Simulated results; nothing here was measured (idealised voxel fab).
Process module in this document: voxel double patterning
Cross-sectional view cut (width: 210 nm; square cell size: 5 nm).
Bands, listed from the top down, are how a cross-section gets written in this document; the cross-section itself is a grid of square cells, and a band is one or more rows of them. A band entry consists of two parts. The first gives the height of the band's top and the height of its bottom, in nm. The rest lists the band's materials from left to right, each with its width in nm. A single material labelled with the word "edge to edge" fills the band from edge to edge, and the word "empty" marks empty space. The reference from which all heights are counted is 0, the level beneath which the as-received wafer is entirely one material; the lowest band, having no lower bound, proceeds downward and is written after the example "0 down". Width spec "30 to 40" -> top row of cells at first value, bottom row at second value, equal per-row change in between. Basically "nothing changed" means that step didn't change any cell in the cross-section. "Sealed-off cavities" enumerates empty spaces isolated from the top, with no open way to it, that contain at least 8 cells, giving each as width x height at distance from the left edge, all three in nm. Read whatever lies past the settings on a step's line as the simulator's own remark about the step. overlay nm: right-of-plan distance of the mask on a masked step; negative values mean left-of-plan.

## Steps planned for the process
- 1: op RECEIVE | material Si
- 2: op CONFORMAL_DEP | material SiO2 | thk nm 5
- 3: op DIRECTIONAL_DEP | material polySi | thk nm 15
- 4: op DIRECTIONAL_DEP | material SiCN | thk nm 5
- 5: op PATTERN | tone open | mask id FIRST | material resist | width nm 15 | pitch nm 50 | thk nm 15 | overlay nm 0
- 6: op DIRECTIONAL_ETCH | etch materials SiCN | depth nm 5
- 7: op STRIP | etch materials resist
- 8: op PATTERN | tone open | mask id SECOND | material resist | width nm 15 | pitch nm 50 | thk nm 20 | overlay nm 0
- 9: op DIRECTIONAL_ETCH | etch materials SiCN | depth nm 5
- 10: op STRIP | etch materials resist
- 11: op DIRECTIONAL_ETCH | etch materials polySi | depth nm 15
- 12: op STRIP | etch materials SiCN

## So, the first of our two wafers, run just as we planned it

## As-received wafer cross-section (after step 1)
	0 down: Si edge to edge
	Sealed-off cavities: none

## State of the wafer after step 2, shown in cross-section
	5 to 0: SiO2 edge to edge
	Nothing below the height 0 has changed.

## State of the wafer after step 3, shown in cross-section
	20 to 5: polySi edge to edge
	Nothing below the height 5 has changed.

## State of the wafer after step 4, shown in cross-section
	25 to 20: SiCN edge to edge
	Nothing below the height 20 has changed.

## State of the wafer after step 5, shown in cross-section
	40 to 25: resist=45, empty=15, resist=35, empty=15, resist=35, empty=15, resist=50
	Nothing below the height 25 has changed.

## State of the wafer after step 6, shown in cross-section
	40 to 25: resist=45, empty=15, resist=35, empty=15, resist=35, empty=15, resist=50
	25 to 20: SiCN=45, empty=15, SiCN=35, empty=15, SiCN=35, empty=15, SiCN=50
	Nothing below the height 20 has changed.

## State of the wafer after step 7, shown in cross-section
	25 to 20: SiCN=45, empty=15, SiCN=35, empty=15, SiCN=35, empty=15, SiCN=50
	Nothing below the height 20 has changed.

## State of the wafer after step 8, shown in cross-section
	45 to 25: resist=70, empty=15, resist=35, empty=15, resist=75
	25 to 20: SiCN=45, resist=15, SiCN=35, resist=15, SiCN=35, resist=15, SiCN=50
	Nothing below the height 20 has changed.

## State of the wafer after step 9, shown in cross-section
	45 to 25: resist=70, empty=15, resist=35, empty=15, resist=75
	25 to 20: SiCN=45, resist=15, SiCN=10, empty=15, SiCN=10, resist=15, SiCN=10, empty=15, SiCN=10, resist=15, SiCN=50
	Nothing below the height 20 has changed.

## State of the wafer after step 10, shown in cross-section
	25 to 20: SiCN=45, empty=15, SiCN=10, empty=15, SiCN=10, empty=15, SiCN=10, empty=15, SiCN=10, empty=15, SiCN=50
	Nothing below the height 20 has changed.

## State of the wafer after step 11, shown in cross-section
	25 to 20: SiCN=45, empty=15, SiCN=10, empty=15, SiCN=10, empty=15, SiCN=10, empty=15, SiCN=10, empty=15, SiCN=50
	20 to 5: polySi=45, empty=15, polySi=10, empty=15, polySi=10, empty=15, polySi=10, empty=15, polySi=10, empty=15, polySi=50
	Nothing below the height 5 has changed.

## State of the wafer after step 12, shown in cross-section
	20 to 5: polySi=45, empty=15, polySi=10, empty=15, polySi=10, empty=15, polySi=10, empty=15, polySi=10, empty=15, polySi=50
	Nothing below the height 5 has changed.

## The second wafer began exactly as the first did and followed the same plan, but one mistake was made while running it; through step 11 inclusive, the two wafers are identical

Cross-section of the second wafer at the time by which step 12 should have been completed according to the plan: nothing changed
Nonconformance to the process plan: the plan's step 12 was left out and never carried out
The second wafer ends with more or fewer cells of some materials than the first, per final count: SiCN +27
